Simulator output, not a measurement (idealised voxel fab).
process module | voxel air gaps
cross-section cut | 190 nm wide | cells 5 nm
A cross-section is a grid of square cells, given in bands from the top down. A band is one or more rows of cells.
Each band's line starts with the height of the band's top and of its bottom, in nm. Then come its materials from left to right, each with its width in nm. One material with "throughout" fills the band from edge to edge. "air" is empty space.
Height 0 is the level under which the wafer as received is all one material. The lowest band goes on downwards, as in "0 down".
A width such as "30 to 40" changes by the same amount from each row of cells to the next, from the band's top row to its bottom row.
"no change" after a step means that no cell of the cross-section changed.
closed voids: empty space of 8 cells or more with no open way to the top, each as width x height at its distance from the left edge, in nm
after a step's settings: what the simulator itself notes on the step
overlay nm, on a step with a mask: how far to the right of its planned place the mask lay; to the left if negative
plan
1 op RECEIVE | material Si
2 op CONFORMAL_DEP | material SiO2 | thk nm 5
3 op CONFORMAL_DEP | material SiCN | thk nm 5
4 op DIRECTIONAL_DEP | material SiO2 | thk nm 30
5 op PATTERN | tone open | mask id LINES | material resist | width nm 15 | pitch nm 45 | thk nm 20 | overlay nm 0
6 op DIRECTIONAL_ETCH | etch materials SiO2 | depth nm 30
7 op STRIP | etch materials resist
8 op CONFORMAL_DEP | material TiN | thk nm 5
9 op FILL_DEP | material W | thk nm 5
10 op CMP | height nm 50
11 op EPI | material Ru | thk nm 10
12 op SELECTIVE_ETCH | etch materials SiO2 | depth nm 40
13 op CONFORMAL_DEP | material SiCN | thk nm 5
varied across the wafers: thk nm of step 2. The plan shows the first wafer's value. All wafers start alike
first wafer as received, after step 1
  0 down: Si throughout
  closed voids: none
first wafer at the end, after step 13
  65 to 60: SiCN throughout
  60 to 50: Ru throughout
  50 to 45: W throughout
  45 to 40: TiN 45 | W 5 | TiN 40 | W 5 | TiN 40 | W 5 | TiN 50
  40 to 15: SiO2 40 | TiN 5 | W 5 | TiN 5 | SiO2 30 | TiN 5 | W 5 | TiN 5 | SiO2 30 | TiN 5 | W 5 | TiN 5 | SiO2 45
  15 to 10: SiO2 40 | TiN 15 | SiO2 30 | TiN 15 | SiO2 30 | TiN 15 | SiO2 45
  10 to 5: SiCN throughout
  5 to 0: SiO2 throughout
  0 down: Si throughout
  closed voids: none
last wafer at the end
  65 to 60: air 25 | SiCN 135 | air 30
  60 to 50: air 25 | SiCN 5 | Ru 35 | SiCN 10 | Ru 35 | SiCN 10 | Ru 35 | SiCN 5 | air 30
  50 to 45: air 25 | SiCN 15 | TiN 5 | W 5 | TiN 5 | SiCN 30 | TiN 5 | W 5 | TiN 5 | SiCN 30 | TiN 5 | W 5 | TiN 5 | SiCN 15 | air 30
  45 to 40: air 35 | SiCN 5 | TiN 5 | W 5 | TiN 5 | SiCN 5 | air 20 | SiCN 5 | TiN 5 | W 5 | TiN 5 | SiCN 5 | air 20 | SiCN 5 | TiN 5 | W 5 | TiN 5 | SiCN 5 | air 40
  40 to 35: SiCN 40 | TiN 15 | SiCN 30 | TiN 15 | SiCN 30 | TiN 15 | SiCN 45
  35 to 30: SiCN throughout
  30 to 0: SiO2 throughout
  0 down: Si throughout
  closed voids: none
each wafer at the end: cells of each material gained (+) or lost (-) since it was received, then its closed voids
thk nm 5 | +76 Ru | +76 SiCN | +212 SiO2 | +74 TiN | +56 W | closed voids: none
thk nm 10 | +76 Ru | +76 SiCN | +250 SiO2 | +74 TiN | +18 W | closed voids: none
thk nm 15 | +42 Ru | +148 SiCN | +114 SiO2 | +39 TiN | +15 W | closed voids: 20 x 20 at 60; 20 x 20 at 105
thk nm 20 | +42 Ru | +142 SiCN | +152 SiO2 | +33 TiN | +12 W | closed voids: 20 x 15 at 60; 20 x 15 at 105
thk nm 25 | +42 Ru | +136 SiCN | +190 SiO2 | +27 TiN | +9 W | closed voids: 20 x 10 at 60; 20 x 10 at 105
thk nm 30 | +42 Ru | +130 SiCN | +228 SiO2 | +21 TiN | +6 W | closed voids: none
